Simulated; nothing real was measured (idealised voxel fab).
The document below concerns the process module designated voxel capacitor over wiring.
Displayed cross-section: cut, width of 295 nm, square cells sized 5 nm.
Cross-section format: a grid of square cells, given as bands from top to bottom; each band is one or more rows of cells.
Band: top and bottom heights (nm) first, top before bottom; then materials from left to right, widths in nm. "everywhere" marks a sole material filling the band edge to edge. "air" denotes empty space.
Heights from 0 (as-received wafer is one material below). Bottom band endless downward, as "0 -> down".
Per-row width for "30->40": begins at first number (top row of band), ends at second number (bottom row), increment between rows held constant.
Any step labelled "remained the same" changed none of the cells in the cross-section.
The label "Trapped void list" introduces a list of the empty spaces, 8 cells or larger, that have no open way up to the top; each entry in it reads width x height at distance, where the distance is taken from the left edge and all three are stated in nm.
Post-settings text on a step line: simulator's own remark regarding the step.
"overlay nm", when on a step's line for a step with a mask, measures how far to the right of its planned place the mask lay; a negative measure means to the left.
Pairs, read this way: before one process step on the one hand, after it on the other, the after cross-section ending at the lowest band that changed; the step between, settings included, beneath. Same starting wafer throughout, but possibly different runs of this module, so no pair continues from the pair above unless its entry headed "Ahead of processing" says so.

## Ahead of processing
    130 -> 100: air (95); resist (80); air (120)
    100 -> 90: air (95); resist (5); aC (25); resist (50); air (120)
    90 -> 85: air (90); aC (80); resist (5); air (120)
    85 -> 80: air (90); aC (10); TiN (25); aC (45); resist (5); air (120)
    80 -> 75: aC (100); SiN (25); aC (170)
    75 -> 70: aC (90); TiN (80); aC (125)
    70 -> 65: aC (90); TiN (35); SiN (45); aC (125)
    65 -> 55: TiN (90); Ru (35); TiN (170)
    55 -> 45: lowk (100); Ru (15); lowk (180)
    45 -> 40: SiCN (100); Ru (15); SiCN (180)
    40 -> 15: lowk (95); TiN (5); Cu (10); TiN (5); lowk (65); TiN (5); Cu (10); TiN (5); lowk (95)
    15 -> 10: SiN (95); TiN (20); SiN (65); TiN (20); SiN (95)
    10 -> 0: SiO2 everywhere
    0 -> down: Si everywhere
    Trapped void list: none

## Sectional View, Post-Process
    115 -> 100: air (95); resist (80); air (120)
    100 -> 90: air (95); resist (5); aC (25); resist (50); air (120)
    90 -> 85: air (95); aC (75); resist (5); air (120)
    85 -> 80: air (95); aC (5); TiN (25); aC (45); resist (5); air (120)
    80 -> 75: air (95); aC (5); SiN (25); aC (50); air (120)
    75 -> 70: air (90); TiN (80); aC (5); air (120)
    70 -> 65: air (90); TiN (35); SiN (45); aC (5); air (120)
    At heights below 65, the structure remains unaltered.
    Trapped void list: none
What sits between those two cross-sections? DIRECTIONAL_ETCH (etch materials aC; depth nm 15)

Ahead of processing: no separate figure, the pair right above already shows it after its step.

## Sectional View, Post-Process
    100 -> 90: air (100); aC (25); air (170)
    90 -> 85: air (95); aC (75); air (125)
    85 -> 80: air (95); aC (5); TiN (25); aC (45); air (125)
    At heights below 80, the structure remains unaltered.
    Trapped void list: none
What sits between those two cross-sections? STRIP (etch materials resist)

Ahead of processing: no separate figure, the pair right above already shows it after its step.

## Sectional View, Post-Process
    100 -> 90: air (100); aC (25); air (170)
    90 -> 85: air (95); aC (75); air (125)
    85 -> 80: air (95); aC (5); TiN (25); aC (45); air (125)
    80 -> 75: air (95); aC (5); SiN (25); aC (50); air (120)
    75 -> 70: air (95); TiN (75); aC (5); air (120)
    70 -> 65: air (95); TiN (30); SiN (45); aC (5); air (120)
    65 -> 55: air (90); Ru (35); TiN (50); air (120)
    At heights below 55, the structure remains unaltered.
    Trapped void list: none
What sits between those two cross-sections? DIRECTIONAL_ETCH (etch materials TiN; depth nm 10)

Ahead of processing: no separate figure, the pair right above already shows it after its step.

## Sectional View, Post-Process
    85 -> 80: air (100); TiN (25); air (170)
    80 -> 75: air (100); SiN (25); air (170)
    75 -> 70: air (95); TiN (75); air (125)
    70 -> 65: air (95); TiN (30); SiN (45); air (125)
    At heights below 65, the structure remains unaltered.
    Trapped void list: none
What sits between those two cross-sections? STRIP (etch materials aC)

Ahead of processing: no separate figure, the pair right above already shows it after its step.

## Sectional View, Post-Process
    100 -> 85: SiO2 everywhere
    85 -> 80: SiO2 (100); TiN (25); SiO2 (170)
    80 -> 75: SiO2 (100); SiN (25); SiO2 (170)
    75 -> 70: SiO2 (95); TiN (75); SiO2 (125)
    70 -> 65: SiO2 (95); TiN (30); SiN (45); SiO2 (125)
    65 -> 55: SiO2 (90); Ru (35); TiN (50); SiO2 (120)
    At heights below 55, the structure remains unaltered.
    Trapped void list: none
What sits between those two cross-sections? FILL_DEP (material SiO2; thk nm 15)

Ahead of processing: no separate figure, the pair right above already shows it after its step.

## Sectional View, Post-Process
    85 -> 80: SiO2 (100); TiN (25); SiO2 (170)
    At heights below 80, the structure remains unaltered.
    Trapped void list: none
What sits between those two cross-sections? CMP (height nm 85)

Ahead of processing: no separate figure, the pair right above already shows it after its step.

## Sectional View, Post-Process
    100 -> 85: resist (110); air (15); resist (170)
    At heights below 85, the structure remains unaltered.
    Trapped void list: none
What sits between those two cross-sections? PATTERN (tone open; mask id PLUG_2; material resist; width nm 15; thk nm 15; overlay nm 0)

Ahead of processing: no separate figure, the pair right above already shows it after its step.

## Sectional View, Post-Process
    85 -> 80: SiO2 (100); TiN (25); SiO2 (170)
    At heights below 80, the structure remains unaltered.
    Trapped void list: none
What sits between those two cross-sections? STRIP (etch materials resist)

Ahead of processing: no separate figure, the pair right above already shows it after its step.

## Sectional View, Post-Process
    90 -> 85: TiN everywhere
    At heights below 85, the structure remains unaltered.
    Trapped void list: none
What sits between those two cross-sections? CONFORMAL_DEP (material TiN; thk nm 5)

Ahead of processing: no separate figure, the pair right above already shows it after its step.

## Sectional View, Post-Process
    95 -> 90: W everywhere
    At heights below 90, the structure remains unaltered.
    Trapped void list: none
What sits between those two cross-sections? FILL_DEP (material W; thk nm 5)

Ahead of processing: no separate figure, the pair right above already shows it after its step.

## Sectional View, Post-Process
    85 -> 80: SiO2 (100); TiN (25); SiO2 (170)
    At heights below 80, the structure remains unaltered.
    Trapped void list: none
What sits between those two cross-sections? CMP (height nm 85)

Ahead of processing: no separate figure, the pair right above already shows it after its step.

## Sectional View, Post-Process
    90 -> 85: SiCN everywhere
    At heights below 85, the structure remains unaltered.
    Trapped void list: none
What sits between those two cross-sections? CONFORMAL_DEP (material SiCN; thk nm 5)

## Ahead of processing
    0 -> down: Si everywhere
    Trapped void list: none

## Sectional View, Post-Process
    5 -> 0: SiN everywhere
    At heights below 0, the structure remains unaltered.
    Trapped void list: none
What sits between those two cross-sections? CONFORMAL_DEP (material SiN; thk nm 5)

Ahead of processing: no separate figure, the pair right above already shows it after its step.

## Sectional View, Post-Process
    15 -> 5: SiO2 everywhere
    At heights below 5, the structure remains unaltered.
    Trapped void list: none
What sits between those two cross-sections? CONFORMAL_DEP (material SiO2; thk nm 10)

Ahead of processing: no separate figure, the pair right above already shows it after its step.

## Sectional View, Post-Process
    40 -> 15: lowk everywhere
    At heights below 15, the structure remains unaltered.
    Trapped void list: none
What sits between those two cross-sections? DIRECTIONAL_DEP (material lowk; thk nm 25)

Ahead of processing: no separate figure, the pair right above already shows it after its step.

## Sectional View, Post-Process
    40 -> 15: lowk (95); air (20); lowk (65); air (20); lowk (95)
    At heights below 15, the structure remains unaltered.
    Trapped void list: none
What sits between those two cross-sections? MASKED_ETCH (tone open; mask id METAL_1; width nm 20; pitch nm 85; etch materials lowk; depth nm 25; overlay nm 0)

Ahead of processing: no separate figure, the pair right above already shows it after its step.

## Sectional View, Post-Process
    45 -> 40: TiN (100); air (10); TiN (75); air (10); TiN (100)
    40 -> 20: lowk (95); TiN (5); air (10); TiN (5); lowk (65); TiN (5); air (10); TiN (5); lowk (95)
    20 -> 15: lowk (95); TiN (20); lowk (65); TiN (20); lowk (95)
    At heights below 15, the structure remains unaltered.
    Trapped void list: none
What sits between those two cross-sections? CONFORMAL_DEP (material TiN; thk nm 5)

Ahead of processing: no separate figure, the pair right above already shows it after its step.

## Sectional View, Post-Process
    50 -> 45: Cu everywhere
    45 -> 40: TiN (100); Cu (10); TiN (75); Cu (10); TiN (100)
    40 -> 20: lowk (95); TiN (5); Cu (10); TiN (5); lowk (65); TiN (5); Cu (10); TiN (5); lowk (95)
    At heights below 20, the structure remains unaltered.
    Trapped void list: none
What sits between those two cross-sections? FILL_DEP (material Cu; thk nm 5)

Ahead of processing: no separate figure, the pair right above already shows it after its step.

## Sectional View, Post-Process
    40 -> 20: lowk (95); TiN (5); Cu (10); TiN (5); lowk (65); TiN (5); Cu (10); TiN (5); lowk (95)
    At heights below 20, the structure remains unaltered.
    Trapped void list: none
What sits between those two cross-sections? CMP (height nm 40)

Ahead of processing: no separate figure, the pair right above already shows it after its step.

## Sectional View, Post-Process
    45 -> 40: SiCN everywhere
    At heights below 40, the structure remains unaltered.
    Trapped void list: none
What sits between those two cross-sections? CONFORMAL_DEP (material SiCN; thk nm 5)

Ahead of processing: no separate figure, the pair right above already shows it after its step.

## Sectional View, Post-Process
    55 -> 45: lowk everywhere
    At heights below 45, the structure remains unaltered.
    Trapped void list: none
What sits between those two cross-sections? DIRECTIONAL_DEP (material lowk; thk nm 10)

Ahead of processing: no separate figure, the pair right above already shows it after its step.

## Sectional View, Post-Process
    55 -> 45: lowk (100); air (15); lowk (180)
    At heights below 45, the structure remains unaltered.
    Trapped void list: none
What sits between those two cross-sections? MASKED_ETCH (tone open; mask id PLUG_1; width nm 15; etch materials lowk; depth nm 10; overlay nm 0)

Ahead of processing: no separate figure, the pair right above already shows it after its step.

## Sectional View, Post-Process
    55 -> 45: lowk (100); air (15); lowk (180)
    45 -> 40: SiCN (100); air (15); SiCN (180)
    At heights below 40, the structure remains unaltered.
    Trapped void list: none
What sits between those two cross-sections? MASKED_ETCH (tone open; mask id PLUG_1; width nm 15; etch materials SiCN; depth nm 5; overlay nm 0)

Ahead of processing: no separate figure, the pair right above already shows it after its step.

## Sectional View, Post-Process
    55 -> 50: lowk (100); air (15); lowk (180)
    50 -> 45: lowk (100); Ru (15); lowk (180)
    45 -> 40: SiCN (100); Ru (15); SiCN (180)
    At heights below 40, the structure remains unaltered.
    Trapped void list: none
What sits between those two cross-sections? EPI (material Ru; thk nm 10)

Ahead of processing: no separate figure, the pair right above already shows it after its step.

## Sectional View, Post-Process
    55 -> 45: lowk (100); Ru (15); lowk (180)
    At heights below 45, the structure remains unaltered.
    Trapped void list: none
What sits between those two cross-sections? EPI (material Ru; thk nm 5)

Ahead of processing: no separate figure, the pair right above already shows it after its step.

## Sectional View, Post-Process
    65 -> 55: TiN everywhere
    At heights below 55, the structure remains unaltered.
    Trapped void list: none
What sits between those two cross-sections? DIRECTIONAL_DEP (material TiN; thk nm 10)

Ahead of processing: no separate figure, the pair right above already shows it after its step.

## Sectional View, Post-Process
    70 -> 65: SiN everywhere
    At heights below 65, the structure remains unaltered.
    Trapped void list: none
What sits between those two cross-sections? DIRECTIONAL_DEP (material SiN; thk nm 5)

Ahead of processing: no separate figure, the pair right above already shows it after its step.

## Sectional View, Post-Process
    75 -> 70: TiN everywhere
    At heights below 70, the structure remains unaltered.
    Trapped void list: none
What sits between those two cross-sections? DIRECTIONAL_DEP (material TiN; thk nm 5)

Ahead of processing: no separate figure, the pair right above already shows it after its step.

## Sectional View, Post-Process
    90 -> 75: aC everywhere
    At heights below 75, the structure remains unaltered.
    Trapped void list: none
What sits between those two cross-sections? DIRECTIONAL_DEP (material aC; thk nm 15)

Ahead of processing: no separate figure, the pair right above already shows it after its step.

## Sectional View, Post-Process
    120 -> 90: air (100); resist (70); air (125)
    At heights below 90, the structure remains unaltered.
    Trapped void list: none
What sits between those two cross-sections? PATTERN (tone cover; mask id UPPER_PLATE; material resist; width nm 70; thk nm 30; overlay nm 0)

Ahead of processing: no separate figure, the pair right above already shows it after its step.

## Sectional View, Post-Process
    105 -> 90: air (100); resist (70); air (125)
    90 -> 75: air (100); aC (70); air (125)
    At heights below 75, the structure remains unaltered.
    Trapped void list: none
What sits between those two cross-sections? DIRECTIONAL_ETCH (etch materials aC; depth nm 15)

Ahead of processing: no separate figure, the pair right above already shows it after its step.

## Sectional View, Post-Process
    90 -> 75: air (100); aC (70); air (125)
    At heights below 75, the structure remains unaltered.
    Trapped void list: none
What sits between those two cross-sections? STRIP (etch materials resist)

Ahead of processing: no separate figure, the pair right above already shows it after its step.

## Sectional View, Post-Process
    90 -> 75: air (100); aC (70); air (125)
    75 -> 70: air (100); TiN (70); air (125)
    At heights below 70, the structure remains unaltered.
    Trapped void list: none
What sits between those two cross-sections? DIRECTIONAL_ETCH (etch materials TiN; depth nm 5)

Ahead of processing: no separate figure, the pair right above already shows it after its step.

## Sectional View, Post-Process
    90 -> 75: air (100); aC (70); air (125)
    75 -> 70: air (100); TiN (70); air (125)
    70 -> 65: air (100); SiN (70); air (125)
    At heights below 65, the structure remains unaltered.
    Trapped void list: none
What sits between those two cross-sections? DIRECTIONAL_ETCH (etch materials SiN; depth nm 5)

Ahead of processing: no separate figure, the pair right above already shows it after its step.

## Sectional View, Post-Process
    75 -> 70: air (100); TiN (70); air (125)
    At heights below 70, the structure remains unaltered.
    Trapped void list: none
What sits between those two cross-sections? STRIP (etch materials aC)

Ahead of processing: no separate figure, the pair right above already shows it after its step.

## Sectional View, Post-Process
    90 -> 80: air (100); aC (70); air (125)
    80 -> 75: aC everywhere
    75 -> 70: aC (100); TiN (70); aC (125)
    70 -> 65: aC (100); SiN (70); aC (125)
    At heights below 65, the structure remains unaltered.
    Trapped void list: none
What sits between those two cross-sections? DIRECTIONAL_DEP (material aC; thk nm 15)

Ahead of processing: no separate figure, the pair right above already shows it after its step.

## Sectional View, Post-Process
    120 -> 90: air (95); resist (80); air (120)
    90 -> 80: air (95); resist (5); aC (70); resist (5); air (120)
    At heights below 80, the structure remains unaltered.
    Trapped void list: none
What sits between those two cross-sections? PATTERN (tone cover; mask id LOWER_PLATE; material resist; width nm 80; thk nm 30; overlay nm 0)

Ahead of processing: no separate figure, the pair right above already shows it after its step.

## Sectional View, Post-Process
    105 -> 90: air (95); resist (80); air (120)
    90 -> 80: air (95); resist (5); aC (70); resist (5); air (120)
    80 -> 75: air (95); aC (80); air (120)
    75 -> 70: air (95); aC (5); TiN (70); aC (5); air (120)
    70 -> 65: air (95); aC (5); SiN (70); aC (5); air (120)
    At heights below 65, the structure remains unaltered.
    Trapped void list: none
What sits between those two cross-sections? DIRECTIONAL_ETCH (etch materials aC; depth nm 15)

Ahead of processing: no separate figure, the pair right above already shows it after its step.

## Sectional View, Post-Process
    90 -> 80: air (100); aC (70); air (125)
    At heights below 80, the structure remains unaltered.
    Trapped void list: none
What sits between those two cross-sections? STRIP (etch materials resist)

Ahead of processing: no separate figure, the pair right above already shows it after its step.

## Sectional View, Post-Process
    90 -> 80: air (100); aC (70); air (125)
    80 -> 75: air (95); aC (80); air (120)
    75 -> 70: air (95); aC (5); TiN (70); aC (5); air (120)
    70 -> 65: air (95); aC (5); SiN (70); aC (5); air (120)
    65 -> 55: air (95); TiN (80); air (120)
    At heights below 55, the structure remains unaltered.
    Trapped void list: none
What sits between those two cross-sections? DIRECTIONAL_ETCH (etch materials TiN; depth nm 10)

Ahead of processing: no separate figure, the pair right above already shows it after its step.

## Sectional View, Post-Process
    75 -> 70: air (100); TiN (70); air (125)
    70 -> 65: air (100); SiN (70); air (125)
    At heights below 65, the structure remains unaltered.
    Trapped void list: none
What sits between those two cross-sections? STRIP (etch materials aC)

Ahead of processing: no separate figure, the pair right above already shows it after its step.

## Sectional View, Post-Process
    90 -> 75: SiO2 everywhere
    75 -> 70: SiO2 (100); TiN (70); SiO2 (125)
    70 -> 65: SiO2 (100); SiN (70); SiO2 (125)
    65 -> 55: SiO2 (95); TiN (80); SiO2 (120)
    At heights below 55, the structure remains unaltered.
    Trapped void list: none
What sits between those two cross-sections? FILL_DEP (material SiO2; thk nm 15)

Ahead of processing: no separate figure, the pair right above already shows it after its step.

## Sectional View, Post-Process
    85 -> 75: SiO2 everywhere
    At heights below 75, the structure remains unaltered.
    Trapped void list: none
What sits between those two cross-sections? CMP (height nm 85)

Ahead of processing: no separate figure, the pair right above already shows it after its step.

## Sectional View, Post-Process
    100 -> 85: resist (110); air (15); resist (170)
    At heights below 85, the structure remains unaltered.
    Trapped void list: none
What sits between those two cross-sections? PATTERN (tone open; mask id PLUG_2; material resist; width nm 15; thk nm 15; overlay nm 0)

Ahead of processing: no separate figure, the pair right above already shows it after its step.

## Sectional View, Post-Process
    100 -> 85: resist (110); air (15); resist (170)
    85 -> 75: SiO2 (110); air (15); SiO2 (170)
    At heights below 75, the structure remains unaltered.
    Trapped void list: none
What sits between those two cross-sections? DIRECTIONAL_ETCH (etch materials SiO2; depth nm 10)

Ahead of processing: no separate figure, the pair right above already shows it after its step.

## Sectional View, Post-Process
    85 -> 75: SiO2 (110); air (15); SiO2 (170)
    At heights below 75, the structure remains unaltered.
    Trapped void list: none
What sits between those two cross-sections? STRIP (etch materials resist)

Ahead of processing: no separate figure, the pair right above already shows it after its step.

## Sectional View, Post-Process
    90 -> 85: TiN (115); air (5); TiN (175)
    85 -> 80: SiO2 (110); TiN (5); air (5); TiN (5); SiO2 (170)
    80 -> 70: SiO2 (110->100); TiN (15->70); SiO2 (170->125)
    At heights below 70, the structure remains unaltered.
    Trapped void list: none
What sits between those two cross-sections? CONFORMAL_DEP (material TiN; thk nm 5)

Ahead of processing: no separate figure, the pair right above already shows it after its step.

## Sectional View, Post-Process
    95 -> 90: W everywhere
    90 -> 85: TiN (115); W (5); TiN (175)
    85 -> 80: SiO2 (110); TiN (5); W (5); TiN (5); SiO2 (170)
    At heights below 80, the structure remains unaltered.
    Trapped void list: none
What sits between those two cross-sections? FILL_DEP (material W; thk nm 5)

Ahead of processing: no separate figure, the pair right above already shows it after its step.

## Sectional View, Post-Process
    85 -> 80: SiO2 (110); TiN (5); W (5); TiN (5); SiO2 (170)
    At heights below 80, the structure remains unaltered.
    Trapped void list: none
What sits between those two cross-sections? CMP (height nm 85)

Ahead of processing: no separate figure, the pair right above already shows it after its step.

## Sectional View, Post-Process
    90 -> 85: SiCN everywhere
    At heights below 85, the structure remains unaltered.
    Trapped void list: none
What sits between those two cross-sections? CONFORMAL_DEP (material SiCN; thk nm 5)

## Ahead of processing
    0 -> down: Si everywhere
    Trapped void list: none

## Sectional View, Post-Process
    5 -> 0: SiO2 everywhere
    At heights below 0, the structure remains unaltered.
    Trapped void list: none
What sits between those two cross-sections? CONFORMAL_DEP (material SiO2; thk nm 5)

Ahead of processing: no separate figure, the pair right above already shows it after its step.

## Sectional View, Post-Process
    10 -> 5: SiN everywhere
    At heights below 5, the structure remains unaltered.
    Trapped void list: none
What sits between those two cross-sections? CONFORMAL_DEP (material SiN; thk nm 5)

Ahead of processing: no separate figure, the pair right above already shows it after its step.

## Sectional View, Post-Process
    35 -> 10: lowk everywhere
    At heights below 10, the structure remains unaltered.
    Trapped void list: none
What sits between those two cross-sections? DIRECTIONAL_DEP (material lowk; thk nm 25)

Ahead of processing: no separate figure, the pair right above already shows it after its step.

## Sectional View, Post-Process
    35 -> 10: lowk (95); air (20); lowk (65); air (20); lowk (95)
    At heights below 10, the structure remains unaltered.
    Trapped void list: none
What sits between those two cross-sections? MASKED_ETCH (tone open; mask id METAL_1; width nm 20; pitch nm 85; etch materials lowk; depth nm 25; overlay nm 0)

Ahead of processing: no separate figure, the pair right above already shows it after its step.

## Sectional View, Post-Process
    35 -> 10: lowk (95); air (20); lowk (65); air (20); lowk (95)
    10 -> 5: SiN (95); air (20); SiN (65); air (20); SiN (95)
    At heights below 5, the structure remains unaltered.
    Trapped void list: none
What sits between those two cross-sections? MASKED_ETCH (tone open; mask id METAL_1; width nm 20; pitch nm 85; etch materials SiN; depth nm 5; overlay nm 0)

Ahead of processing: no separate figure, the pair right above already shows it after its step.

## Sectional View, Post-Process
    40 -> 35: TiN (100); air (10); TiN (75); air (10); TiN (100)
    35 -> 10: lowk (95); TiN (5); air (10); TiN (5); lowk (65); TiN (5); air (10); TiN (5); lowk (95)
    10 -> 5: SiN (95); TiN (20); SiN (65); TiN (20); SiN (95)
    At heights below 5, the structure remains unaltered.
    Trapped void list: none
What sits between those two cross-sections? CONFORMAL_DEP (material TiN; thk nm 5)

Ahead of processing: no separate figure, the pair right above already shows it after its step.

## Sectional View, Post-Process
    45 -> 40: Cu everywhere
    40 -> 35: TiN (100); Cu (10); TiN (75); Cu (10); TiN (100)
    35 -> 10: lowk (95); TiN (5); Cu (10); TiN (5); lowk (65); TiN (5); Cu (10); TiN (5); lowk (95)
    At heights below 10, the structure remains unaltered.
    Trapped void list: none
What sits between those two cross-sections? FILL_DEP (material Cu; thk nm 5)

Ahead of processing: no separate figure, the pair right above already shows it after its step.

## Sectional View, Post-Process
    40 -> 35: TiN (100); Cu (10); TiN (75); Cu (10); TiN (100)
    At heights below 35, the structure remains unaltered.
    Trapped void list: none
What sits between those two cross-sections? CMP (height nm 40)

Ahead of processing: no separate figure, the pair right above already shows it after its step.

## Sectional View, Post-Process
    45 -> 40: SiCN everywhere
    At heights below 40, the structure remains unaltered.
    Trapped void list: none
What sits between those two cross-sections? CONFORMAL_DEP (material SiCN; thk nm 5)

Ahead of processing: no separate figure, the pair right above already shows it after its step.

## Sectional View, Post-Process
    55 -> 45: lowk everywhere
    At heights below 45, the structure remains unaltered.
    Trapped void list: none
What sits between those two cross-sections? DIRECTIONAL_DEP (material lowk; thk nm 10)

Ahead of processing: no separate figure, the pair right above already shows it after its step.

## Sectional View, Post-Process
    55 -> 45: lowk (100); air (15); lowk (180)
    At heights below 45, the structure remains unaltered.
    Trapped void list: none
What sits between those two cross-sections? MASKED_ETCH (tone open; mask id PLUG_1; width nm 15; etch materials lowk; depth nm 10; overlay nm 0)

Ahead of processing: no separate figure, the pair right above already shows it after its step.

## Sectional View, Post-Process
    55 -> 45: lowk (100); air (15); lowk (180)
    45 -> 40: SiCN (100); air (15); SiCN (180)
    At heights below 40, the structure remains unaltered.
    Trapped void list: none
What sits between those two cross-sections? MASKED_ETCH (tone open; mask id PLUG_1; width nm 15; etch materials SiCN; depth nm 5; overlay nm 0)

Ahead of processing: no separate figure, the pair right above already shows it after its step.

## Sectional View, Post-Process
    55 -> 50: lowk (100); air (15); lowk (180)
    50 -> 45: lowk (100); Ru (15); lowk (180)
    45 -> 40: SiCN (100); Ru (15); SiCN (180)
    At heights below 40, the structure remains unaltered.
    Trapped void list: none
What sits between those two cross-sections? EPI (material Ru; thk nm 10)

Ahead of processing: no separate figure, the pair right above already shows it after its step.

## Sectional View, Post-Process
    55 -> 45: lowk (100); Ru (15); lowk (180)
    At heights below 45, the structure remains unaltered.
    Trapped void list: none
What sits between those two cross-sections? EPI (material Ru; thk nm 5)

Ahead of processing: no separate figure, the pair right above already shows it after its step.

## Sectional View, Post-Process
    65 -> 55: TiN everywhere
    At heights below 55, the structure remains unaltered.
    Trapped void list: none
What sits between those two cross-sections? DIRECTIONAL_DEP (material TiN; thk nm 10)

Ahead of processing: no separate figure, the pair right above already shows it after its step.

## Sectional View, Post-Process
    70 -> 65: SiN everywhere
    At heights below 65, the structure remains unaltered.
    Trapped void list: none
What sits between those two cross-sections? DIRECTIONAL_DEP (material SiN; thk nm 5)

Ahead of processing: no separate figure, the pair right above already shows it after its step.

## Sectional View, Post-Process
    75 -> 70: TiN everywhere
    At heights below 70, the structure remains unaltered.
    Trapped void list: none
What sits between those two cross-sections? DIRECTIONAL_DEP (material TiN; thk nm 5)

Ahead of processing: no separate figure, the pair right above already shows it after its step.

## Sectional View, Post-Process
    90 -> 75: aC everywhere
    At heights below 75, the structure remains unaltered.
    Trapped void list: none
What sits between those two cross-sections? DIRECTIONAL_DEP (material aC; thk nm 15)

Ahead of processing: no separate figure, the pair right above already shows it after its step.

## Sectional View, Post-Process
    120 -> 90: air (100); resist (70); air (125)
    At heights below 90, the structure remains unaltered.
    Trapped void list: none
What sits between those two cross-sections? PATTERN (tone cover; mask id UPPER_PLATE; material resist; width nm 70; thk nm 30; overlay nm 0)

Ahead of processing: no separate figure, the pair right above already shows it after its step.

## Sectional View, Post-Process
    105 -> 90: air (100); resist (70); air (125)
    90 -> 75: air (100); aC (70); air (125)
    At heights below 75, the structure remains unaltered.
    Trapped void list: none
What sits between those two cross-sections? DIRECTIONAL_ETCH (etch materials aC; depth nm 15)

Ahead of processing: no separate figure, the pair right above already shows it after its step.

## Sectional View, Post-Process
    90 -> 75: air (100); aC (70); air (125)
    At heights below 75, the structure remains unaltered.
    Trapped void list: none
What sits between those two cross-sections? STRIP (etch materials resist)

Ahead of processing: no separate figure, the pair right above already shows it after its step.

## Sectional View, Post-Process
    90 -> 75: air (100); aC (70); air (125)
    75 -> 70: air (100); TiN (70); air (125)
    At heights below 70, the structure remains unaltered.
    Trapped void list: none
What sits between those two cross-sections? DIRECTIONAL_ETCH (etch materials TiN; depth nm 5)

Ahead of processing: no separate figure, the pair right above already shows it after its step.

## Sectional View, Post-Process
    90 -> 75: air (100); aC (70); air (125)
    75 -> 70: air (100); TiN (70); air (125)
    70 -> 65: air (100); SiN (70); air (125)
    At heights below 65, the structure remains unaltered.
    Trapped void list: none
What sits between those two cross-sections? DIRECTIONAL_ETCH (etch materials SiN; depth nm 5)

Ahead of processing: no separate figure, the pair right above already shows it after its step.

## Sectional View, Post-Process
    75 -> 70: air (100); TiN (70); air (125)
    At heights below 70, the structure remains unaltered.
    Trapped void list: none
What sits between those two cross-sections? STRIP (etch materials aC)

Ahead of processing: no separate figure, the pair right above already shows it after its step.

## Sectional View, Post-Process
    90 -> 80: air (100); aC (70); air (125)
    80 -> 75: aC everywhere
    75 -> 70: aC (100); TiN (70); aC (125)
    70 -> 65: aC (100); SiN (70); aC (125)
    At heights below 65, the structure remains unaltered.
    Trapped void list: none
What sits between those two cross-sections? DIRECTIONAL_DEP (material aC; thk nm 15)

Ahead of processing: no separate figure, the pair right above already shows it after its step.

## Sectional View, Post-Process
    120 -> 90: air (95); resist (80); air (120)
    90 -> 80: air (95); resist (5); aC (70); resist (5); air (120)
    At heights below 80, the structure remains unaltered.
    Trapped void list: none
What sits between those two cross-sections? PATTERN (tone cover; mask id LOWER_PLATE; material resist; width nm 80; thk nm 30; overlay nm 0)

Ahead of processing: no separate figure, the pair right above already shows it after its step.

## Sectional View, Post-Process
    105 -> 90: air (95); resist (80); air (120)
    90 -> 80: air (95); resist (5); aC (70); resist (5); air (120)
    80 -> 75: air (95); aC (80); air (120)
    75 -> 70: air (95); aC (5); TiN (70); aC (5); air (120)
    70 -> 65: air (95); aC (5); SiN (70); aC (5); air (120)
    At heights below 65, the structure remains unaltered.
    Trapped void list: none
What sits between those two cross-sections? DIRECTIONAL_ETCH (etch materials aC; depth nm 15)

Ahead of processing: no separate figure, the pair right above already shows it after its step.

## Sectional View, Post-Process
    90 -> 80: air (100); aC (70); air (125)
    At heights below 80, the structure remains unaltered.
    Trapped void list: none
What sits between those two cross-sections? STRIP (etch materials resist)

Ahead of processing: no separate figure, the pair right above already shows it after its step.

## Sectional View, Post-Process
    90 -> 80: air (100); aC (70); air (125)
    80 -> 75: air (95); aC (80); air (120)
    75 -> 70: air (95); aC (5); TiN (70); aC (5); air (120)
    70 -> 65: air (95); aC (5); SiN (70); aC (5); air (120)
    65 -> 55: air (95); TiN (80); air (120)
    At heights below 55, the structure remains unaltered.
    Trapped void list: none
What sits between those two cross-sections? DIRECTIONAL_ETCH (etch materials TiN; depth nm 10)

Ahead of processing: no separate figure, the pair right above already shows it after its step.

## Sectional View, Post-Process
    75 -> 70: air (100); TiN (70); air (125)
    70 -> 65: air (100); SiN (70); air (125)
    At heights below 65, the structure remains unaltered.
    Trapped void list: none
What sits between those two cross-sections? STRIP (etch materials aC)

Ahead of processing: no separate figure, the pair right above already shows it after its step.

## Sectional View, Post-Process
    90 -> 75: SiO2 everywhere
    75 -> 70: SiO2 (100); TiN (70); SiO2 (125)
    70 -> 65: SiO2 (100); SiN (70); SiO2 (125)
    65 -> 55: SiO2 (95); TiN (80); SiO2 (120)
    At heights below 55, the structure remains unaltered.
    Trapped void list: none
What sits between those two cross-sections? FILL_DEP (material SiO2; thk nm 15)

Ahead of processing: no separate figure, the pair right above already shows it after its step.

## Sectional View, Post-Process
    85 -> 75: SiO2 everywhere
    At heights below 75, the structure remains unaltered.
    Trapped void list: none
What sits between those two cross-sections? CMP (height nm 85)

Ahead of processing: no separate figure, the pair right above already shows it after its step.

## Sectional View, Post-Process
    100 -> 85: resist (110); air (15); resist (170)
    At heights below 85, the structure remains unaltered.
    Trapped void list: none
What sits between those two cross-sections? PATTERN (tone open; mask id PLUG_2; material resist; width nm 15; thk nm 15; overlay nm 0)

Ahead of processing: no separate figure, the pair right above already shows it after its step.

## Sectional View, Post-Process
    100 -> 85: resist (110); air (15); resist (170)
    85 -> 75: SiO2 (110); air (15); SiO2 (170)
    At heights below 75, the structure remains unaltered.
    Trapped void list: none
What sits between those two cross-sections? DIRECTIONAL_ETCH (etch materials SiO2; depth nm 10)

Ahead of processing: no separate figure, the pair right above already shows it after its step.

## Sectional View, Post-Process
    85 -> 75: SiO2 (110); air (15); SiO2 (170)
    At heights below 75, the structure remains unaltered.
    Trapped void list: none
What sits between those two cross-sections? STRIP (etch materials resist)

Ahead of processing: no separate figure, the pair right above already shows it after its step.

## Sectional View, Post-Process
    90 -> 85: TiN (115); air (5); TiN (175)
    85 -> 80: SiO2 (110); TiN (5); air (5); TiN (5); SiO2 (170)
    80 -> 70: SiO2 (110->100); TiN (15->70); SiO2 (170->125)
    At heights below 70, the structure remains unaltered.
    Trapped void list: none
What sits between those two cross-sections? CONFORMAL_DEP (material TiN; thk nm 5)

Ahead of processing: no separate figure, the pair right above already shows it after its step.

## Sectional View, Post-Process
    95 -> 90: W everywhere
    90 -> 85: TiN (115); W (5); TiN (175)
    85 -> 80: SiO2 (110); TiN (5); W (5); TiN (5); SiO2 (170)
    At heights below 80, the structure remains unaltered.
    Trapped void list: none
What sits between those two cross-sections? FILL_DEP (material W; thk nm 5)
